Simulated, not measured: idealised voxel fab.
process module | voxel self aligned contacts
cross-section cut | 255 nm wide | cells 5 nm
Cross-section, as written here: a square-cell grid given band by band from the top down, where a band holds one or more rows of cells.
Within each band entry, the heights of the top and of the bottom of the band appear first, in that order and in nm; the materials of the band then follow from left to right, each with its corresponding width in nm. The designation "throughout" on a single material indicates that it fills the band from edge to edge; the designation "blank" indicates empty space.
Zero point of the height axis is 0; under it, received wafer = one material. Lowest band: continues down indefinitely, "from 0 down".
You'd read "30..40" like this: the band's top row of cells is as wide as the first number, its bottom row is as wide as the second, and going down, every row changes width by the same amount as the row before did.
"same as before" (step): cross-section cells unchanged, all of them.
Entry "Closed void table". Content: empty spaces with no open connection to the top, size 8 cells or greater. Each: width x height at distance. Distance: from left edge. Unit: nm.
Anything after a step's settings on that line? It's the simulator's own note about the step.
The optional step-line setting "overlay nm" applies to steps with a mask and quantifies how far to the right of its planned location the mask lay, a negative value indicating leftward placement.

# Process steps - plan
1: RECEIVE: material Si
2: CONFORMAL_DEP: material SiO2, thk nm 5
3: DIRECTIONAL_DEP: material polySi, thk nm 25
4: DIRECTIONAL_DEP: material SiN, thk nm 25
5: MASKED_ETCH: tone cover, mask id GATE, width nm 30, pitch nm 70, etch materials SiN, depth nm 25, overlay nm 0
6: MASKED_ETCH: tone cover, mask id GATE, width nm 30, pitch nm 70, etch materials polySi, depth nm 25, overlay nm 0
7: CONFORMAL_DEP: material SiN, thk nm 10
8: DIRECTIONAL_ETCH: etch materials SiN, depth nm 10
9: FILL_DEP: material SiO2, thk nm 10
10: CMP: height nm 60
11: DIRECTIONAL_DEP: material aC, thk nm 15
12: PATTERN: tone open, mask id CONTACT, material resist, width nm 50, thk nm 30, overlay nm 0
13: DIRECTIONAL_ETCH: etch materials aC, depth nm 15
14: STRIP: etch materials resist
15: DIRECTIONAL_ETCH: etch materials SiO2, depth nm 60
16: STRIP: etch materials aC
17: CONFORMAL_DEP: material TiN, thk nm 5
18: FILL_DEP: material Ru, thk nm 5
19: CMP: height nm 60
20: CONFORMAL_DEP: material SiCN, thk nm 5

# Cross-section, incoming material, after step 1
> from 0 down | Si throughout
> Closed void table: none

# Wafer cross-section at module end: first of two, run to plan
> from 65 to 60 | SiCN throughout
> from 60 to 55 | SiO2=100  TiN=20  Ru=10  TiN=20  SiO2=105
> from 55 to 30 | SiO2=65  SiN=50  TiN=5  Ru=10  TiN=5  SiN=50  SiO2=70
> from 30 to 5 | SiO2=65  SiN=10  polySi=30  SiN=10  TiN=5  Ru=10  TiN=5  SiN=10  polySi=30  SiN=10  SiO2=70
> from 5 to 0 | SiO2=115  TiN=20  SiO2=120
> from 0 down | Si throughout
> Closed void table: none

# End of module, second wafer, cross-section. Started like the first, planned like the first, run with one mistake
> from 65 to 60 | SiCN throughout
> from 60 to 50 | SiO2=100  TiN=5..20  Ru=40..10  TiN=5..20  SiO2=105
> from 50 to 25 | SiO2=65  SiN=50  TiN=5  Ru=10  TiN=5  SiN=50  SiO2=70
> from 25 to 5 | SiO2=65  SiN=10  polySi=30  SiN=10  TiN=5  Ru=10  TiN=5  SiN=10  polySi=30  SiN=10  SiO2=70
> from 5 to 0 | SiO2=65  SiN=10  polySi=30  SiN=10  TiN=20  SiN=10  polySi=30  SiN=10  SiO2=70
> from 0 down | Si throughout
> Closed void table: none
Nonconformance to the process plan: step 2 of the plan was bypassed and not carried out
Upon completion, the second wafer contains, in terms of cells, a greater or smaller amount of certain materials than the first wafer: +6 Ru | -6 SiO2
